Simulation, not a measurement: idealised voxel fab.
voxel ribs on slabs: a process module
290 nm wide, 5 nm square cells: that's cross-section cut.
Cross-section layout: square cells on a grid; listed as bands, top to bottom; a band spans one or more cell rows.
A band entry consists of two parts. The first gives the height of the band's top and the height of its bottom, in nm. The rest lists the band's materials from left to right, each with its width in nm. A single material labelled with the word "throughout" fills the band from edge to edge, and the word "empty" marks empty space.
Measure heights from 0. That's the level where, below it, the as-received wafer is all one material. The lowest band is bottomless and extends downward; write it as in "0 down".
The two numbers in a width such as "30->40" mark its ends across the band: the first belongs to the top row of cells, the second to the bottom row, and from each row to the next the width moves by the same amount.
The cross-section has no changed cell in any step marked "nothing altered".
Voids not open to the top, 8 cells minimum: see "Sealed void listing". Written width x height at distance; distance is from the left edge; nm.
If you see something after the settings on a step's line, that's the simulator's own remark about that step.
Regarding "overlay nm": on a step with a mask, it is the distance the mask lay to the right of its planned place; a negative value places it to the left.

Planned process steps:
1) op RECEIVE | material Si
2) op DIRECTIONAL_DEP | material SiO2 | thk nm 30
3) op DIRECTIONAL_DEP | material SiN | thk nm 15
4) op DIRECTIONAL_DEP | material aC | thk nm 15
5) op PATTERN | tone cover | mask id RIB | material resist | width nm 15 | thk nm 35 | overlay nm 0
6) op DIRECTIONAL_ETCH | etch materials aC | depth nm 15
7) op STRIP | etch materials resist
8) op DIRECTIONAL_ETCH | etch materials SiN | depth nm 10
9) op STRIP | etch materials aC
10) op DIRECTIONAL_DEP | material aC | thk nm 10
11) op PATTERN | tone cover | mask id SLAB | material resist | width nm 65 | thk nm 30 | overlay nm 0
12) op DIRECTIONAL_ETCH | etch materials aC | depth nm 10
13) op STRIP | etch materials resist
14) op DIRECTIONAL_ETCH | etch materials SiN | depth nm 5
15) op STRIP | etch materials aC
16) op FILL_DEP | material SiO2 | thk nm 25
17) op CMP | height nm 65
18) op DIRECTIONAL_DEP | material TiN | thk nm 10
19) op MASKED_ETCH | tone cover | mask id HEATER | width nm 25 | etch materials TiN | depth nm 10 | overlay nm 0
20) op CONFORMAL_DEP | material SiO2 | thk nm 5

The following pertains to the first of two wafers, which was processed as planned:

Delivered wafer in cross-section: state after step 1:
> 0 down  Si throughout
> Sealed void listing: none

Cross-section of the wafer after step 2:
> 30 to 0  SiO2 throughout
> Under 0: no change, same as before.

Cross-section of the wafer after step 3:
> 45 to 30  SiN throughout
> Under 30: no change, same as before.

Cross-section of the wafer after step 4:
> 60 to 45  aC throughout
> Under 45: no change, same as before.

Cross-section of the wafer after step 5:
> 95 to 60  empty: 135; resist: 15; empty: 140
> Under 60: no change, same as before.

Cross-section of the wafer after step 6:
> 80 to 60  empty: 135; resist: 15; empty: 140
> 60 to 45  empty: 135; aC: 15; empty: 140
> Under 45: no change, same as before.

Cross-section of the wafer after step 7:
> 60 to 45  empty: 135; aC: 15; empty: 140
> Under 45: no change, same as before.

Cross-section of the wafer after step 8:
> 60 to 45  empty: 135; aC: 15; empty: 140
> 45 to 35  empty: 135; SiN: 15; empty: 140
> Under 35: no change, same as before.

Cross-section of the wafer after step 9:
> 45 to 35  empty: 135; SiN: 15; empty: 140
> Under 35: no change, same as before.

Cross-section of the wafer after step 10:
> 55 to 45  empty: 135; aC: 15; empty: 140
> 45 to 35  aC: 135; SiN: 15; aC: 140
> Under 35: no change, same as before.

Cross-section of the wafer after step 11:
> 85 to 55  empty: 110; resist: 65; empty: 115
> 55 to 45  empty: 110; resist: 25; aC: 15; resist: 25; empty: 115
> Under 45: no change, same as before.

Cross-section of the wafer after step 12:
> 75 to 55  empty: 110; resist: 65; empty: 115
> 55 to 45  empty: 110; resist: 25; aC: 15; resist: 25; empty: 115
> 45 to 35  empty: 110; aC: 25; SiN: 15; aC: 25; empty: 115
> Under 35: no change, same as before.

Cross-section of the wafer after step 13:
> 55 to 45  empty: 135; aC: 15; empty: 140
> Under 45: no change, same as before.

Cross-section of the wafer after step 14:
> 55 to 45  empty: 135; aC: 15; empty: 140
> 45 to 35  empty: 110; aC: 25; SiN: 15; aC: 25; empty: 115
> 35 to 30  empty: 110; SiN: 65; empty: 115
> Under 30: no change, same as before.

Cross-section of the wafer after step 15:
> 45 to 35  empty: 135; SiN: 15; empty: 140
> Under 35: no change, same as before.

Cross-section of the wafer after step 16:
> 70 to 45  SiO2 throughout
> 45 to 35  SiO2: 135; SiN: 15; SiO2: 140
> 35 to 30  SiO2: 110; SiN: 65; SiO2: 115
> Under 30: no change, same as before.

Cross-section of the wafer after step 17:
> 65 to 45  SiO2 throughout
> Under 45: no change, same as before.

Cross-section of the wafer after step 18:
> 75 to 65  TiN throughout
> Under 65: no change, same as before.

Cross-section of the wafer after step 19:
> 75 to 65  empty: 130; TiN: 25; empty: 135
> Under 65: no change, same as before.

Cross-section of the wafer after step 20:
> 80 to 75  empty: 125; SiO2: 35; empty: 130
> 75 to 70  empty: 125; SiO2: 5; TiN: 25; SiO2: 5; empty: 130
> 70 to 65  SiO2: 130; TiN: 25; SiO2: 135
> Under 65: no change, same as before.

For the second wafer, take the first wafer's start and plan, then add one mistake made in running it; everything through step 16, that step included, is shared with the first:

Second wafer at the planned finish of step 17, seen in cross-section:
> 60 to 45  SiO2 throughout
> Under 45: no change, same as before.

Second wafer at the planned finish of step 18, seen in cross-section:
> 70 to 60  TiN throughout
> Under 60: no change, same as before.

Second wafer at the planned finish of step 19, seen in cross-section:
> 70 to 60  empty: 130; TiN: 25; empty: 135
> Under 60: no change, same as before.

Second wafer at the planned finish of step 20, seen in cross-section:
> 75 to 70  empty: 125; SiO2: 35; empty: 130
> 70 to 65  empty: 125; SiO2: 5; TiN: 25; SiO2: 5; empty: 130
> 65 to 60  SiO2: 130; TiN: 25; SiO2: 135
> Under 60: no change, same as before.
Deviation from plan: step 17 off recipe, ran as op CMP | height nm 60
Final cells, second wafer relative to first, materials higher or lower: SiO2 -58
